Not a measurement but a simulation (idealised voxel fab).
Process module in this document: voxel wiring stack
Shown is cross-section cut, with a width of 190 nm and square cells of size 5 nm.
Cross-section layout: square cells on a grid; listed as bands, top to bottom; a band spans one or more cell rows.
Band entry format. Leading values: height of top, height of bottom, nm. Remainder: materials in left-to-right order, each with its width in nm. Special words: "all across" on a single material, which then fills the band edge to edge; "air", empty space.
Heights are measured from 0, the level below which the as-received wafer is all one material; the lowest band has no bottom and continues downward, written as in "top 0, no bottom".
Note: "30..40" means the width goes from the first number (top row of the band) to the second number (bottom row) in equal steps per row of cells.
Step marked "no modification"? Then no cell in the cross-section changed in it.
For the entry "Closed internal voids", the listed items are empty spaces with no open way to the top whose size is 8 cells or more; each item follows the pattern width x height at distance, where distance is from the left edge and all three are in nm.
Formally, on a step line, whatever follows the settings is a remark that the simulator itself makes on the step.
overlay nm: mask right of planned place by this much (step with mask). Neg. = left.
THESE ARE THE STEPS WE PLANNED FOR THE PROCESS
1. RECEIVE with material Si
2. CONFORMAL_DEP with material SiO2, thk nm 10
3. CONFORMAL_DEP with material SiCN, thk nm 5
4. DIRECTIONAL_DEP with material lowk, thk nm 20
5. MASKED_ETCH with tone open, mask id METAL_1, width nm 25, pitch nm 40, etch materials lowk, depth nm 20, overlay nm 0
6. MASKED_ETCH with tone open, mask id METAL_1, width nm 25, pitch nm 40, etch materials SiCN, depth nm 5, overlay nm 0
7. CONFORMAL_DEP with material TiN, thk nm 5
8. FILL_DEP with material W, thk nm 10
9. CMP with height nm 35
10. CONFORMAL_DEP with material SiCN, thk nm 5
11. DIRECTIONAL_DEP with material lowk, thk nm 10
12. PATTERN with tone open, mask id PLUG_1, material resist, width nm 15, pitch nm 40, thk nm 20, overlay nm 0
13. DIRECTIONAL_ETCH with etch materials lowk, depth nm 10
14. DIRECTIONAL_ETCH with etch materials SiCN, depth nm 5
15. STRIP with etch materials resist
16. EPI with material Ru, thk nm 10
17. EPI with material Ru, thk nm 5
18. CONFORMAL_DEP with material SiCN, thk nm 5
19. DIRECTIONAL_DEP with material lowk, thk nm 15
20. DIRECTIONAL_DEP with material aC, thk nm 10
21. PATTERN with tone open, mask id METAL_2, material resist, width nm 25, pitch nm 40, thk nm 25, overlay nm 0
22. DIRECTIONAL_ETCH with etch materials aC, depth nm 10
23. STRIP with etch materials resist
24. DIRECTIONAL_ETCH with etch materials lowk, depth nm 15
25. DIRECTIONAL_ETCH with etch materials SiCN, depth nm 5
26. STRIP with etch materials aC
27. CONFORMAL_DEP with material TiN, thk nm 5
28. FILL_DEP with material Ru, thk nm 10
29. CMP with height nm 70
30. EPI with material Ru, thk nm 5
31. FILL_DEP with material SiCN, thk nm 5
32. DIRECTIONAL_DEP with material lowk, thk nm 30
33. MASKED_ETCH with tone open, mask id METAL_3, width nm 25, pitch nm 40, etch materials lowk, depth nm 20, overlay nm 0
34. DIRECTIONAL_DEP with material aC, thk nm 15
35. PATTERN with tone open, mask id METAL_3_HOLES, material resist, width nm 15, thk nm 35, overlay nm 0
36. DIRECTIONAL_ETCH with etch materials aC, depth nm 15
37. STRIP with etch materials resist
38. DIRECTIONAL_ETCH with etch materials lowk, depth nm 10
39. DIRECTIONAL_ETCH with etch materials SiCN, depth nm 5
40. STRIP with etch materials aC
41. CONFORMAL_DEP with material TiN, thk nm 5
42. FILL_DEP with material Ru, thk nm 5
43. CMP with height nm 110
44. CONFORMAL_DEP with material SiN, thk nm 5
INCOMING WAFER, CROSS-SECTIONAL VIEW, POST STEP 1
top 0, no bottom: Si all across
Closed internal voids: none
HERE'S THE CROSS-SECTION OF THE FIRST OF OUR TWO WAFERS AT THE END OF THE MODULE - IT RAN AS PLANNED
top 115, bottom 110: SiN all across
top 110, bottom 95: 60 nm lowk  5 nm TiN  15 nm Ru  5 nm TiN  15 nm lowk  5 nm TiN  15 nm Ru  5 nm TiN  65 nm lowk
top 95, bottom 90: 60 nm lowk  5 nm TiN  5 nm Ru  15 nm TiN  15 nm lowk  25 nm TiN  65 nm lowk
top 90, bottom 80: 60 nm lowk  5 nm TiN  5 nm Ru  5 nm TiN  115 nm lowk
top 80, bottom 75: 60 nm SiCN  15 nm TiN  115 nm SiCN
top 75, bottom 70: 55 nm SiCN  35 nm Ru  5 nm SiCN  35 nm Ru  60 nm SiCN
top 70, bottom 55: 60 nm lowk  5 nm TiN  15 nm Ru  5 nm TiN  15 nm lowk  5 nm TiN  15 nm Ru  5 nm TiN  65 nm lowk
top 55, bottom 50: 60 nm SiCN  25 nm TiN  15 nm SiCN  25 nm TiN  65 nm SiCN
top 50, bottom 40: 60 nm lowk  15 nm Ru  25 nm lowk  15 nm Ru  75 nm lowk
top 40, bottom 35: 60 nm SiCN  15 nm Ru  25 nm SiCN  15 nm Ru  75 nm SiCN
top 35, bottom 15: 60 nm lowk  5 nm TiN  15 nm W  5 nm TiN  15 nm lowk  5 nm TiN  15 nm W  5 nm TiN  65 nm lowk
top 15, bottom 10: 60 nm SiCN  25 nm TiN  15 nm SiCN  25 nm TiN  65 nm SiCN
top 10, bottom 0: SiO2 all across
top 0, no bottom: Si all across
Closed internal voids: none
SECOND WAFER OF THE TWO, SECTIONED AT THE END OF THE MODULE. IT BEGAN LIKE THE FIRST AND FOLLOWED THE SAME PLAN, BUT ONE MISTAKE WAS MADE WHILE RUNNING IT
top 115, bottom 110: SiN all across
top 110, bottom 95: 60 nm lowk  5 nm TiN  15 nm Ru  5 nm TiN  15 nm lowk  5 nm TiN  15 nm Ru  5 nm TiN  65 nm lowk
top 95, bottom 90: 60 nm lowk  5 nm TiN  5 nm Ru  15 nm TiN  15 nm lowk  25 nm TiN  65 nm lowk
top 90, bottom 80: 60 nm lowk  5 nm TiN  5 nm Ru  5 nm TiN  115 nm lowk
top 80, bottom 75: 60 nm SiCN  15 nm TiN  115 nm SiCN
top 75, bottom 70: 55 nm SiCN  35 nm Ru  5 nm SiCN  35 nm Ru  60 nm SiCN
top 70, bottom 55: 60 nm lowk  5 nm TiN  15 nm Ru  5 nm TiN  15 nm lowk  5 nm TiN  15 nm Ru  5 nm TiN  65 nm lowk
top 55, bottom 50: 60 nm SiCN  25 nm TiN  15 nm SiCN  25 nm TiN  65 nm SiCN
top 50, bottom 40: 60 nm lowk  15 nm Ru  25 nm lowk  15 nm Ru  75 nm lowk
top 40, bottom 35: 60 nm SiCN  15 nm Ru  25 nm SiCN  15 nm Ru  75 nm SiCN
top 35, bottom 20: 60 nm lowk  5 nm TiN  15 nm W  5 nm TiN  15 nm lowk  5 nm TiN  15 nm W  5 nm TiN  65 nm lowk
top 20, bottom 15: 60 nm lowk  15 nm TiN  5 nm W  5 nm TiN  15 nm lowk  15 nm TiN  5 nm W  5 nm TiN  65 nm lowk
top 15, bottom 10: 70 nm SiCN  15 nm TiN  25 nm SiCN  15 nm TiN  65 nm SiCN
top 10, bottom 0: SiO2 all across
top 0, no bottom: Si all across
Closed internal voids: none
Here's what went sideways: contrary to plan, step 6 was performed as MASKED_ETCH with tone open, mask id METAL_1, width nm 25, pitch nm 40, etch materials SiCN, depth nm 5, overlay nm 10
End of process, cell counts, second wafer against first, materials with more or fewer: SiCN +4, W -4
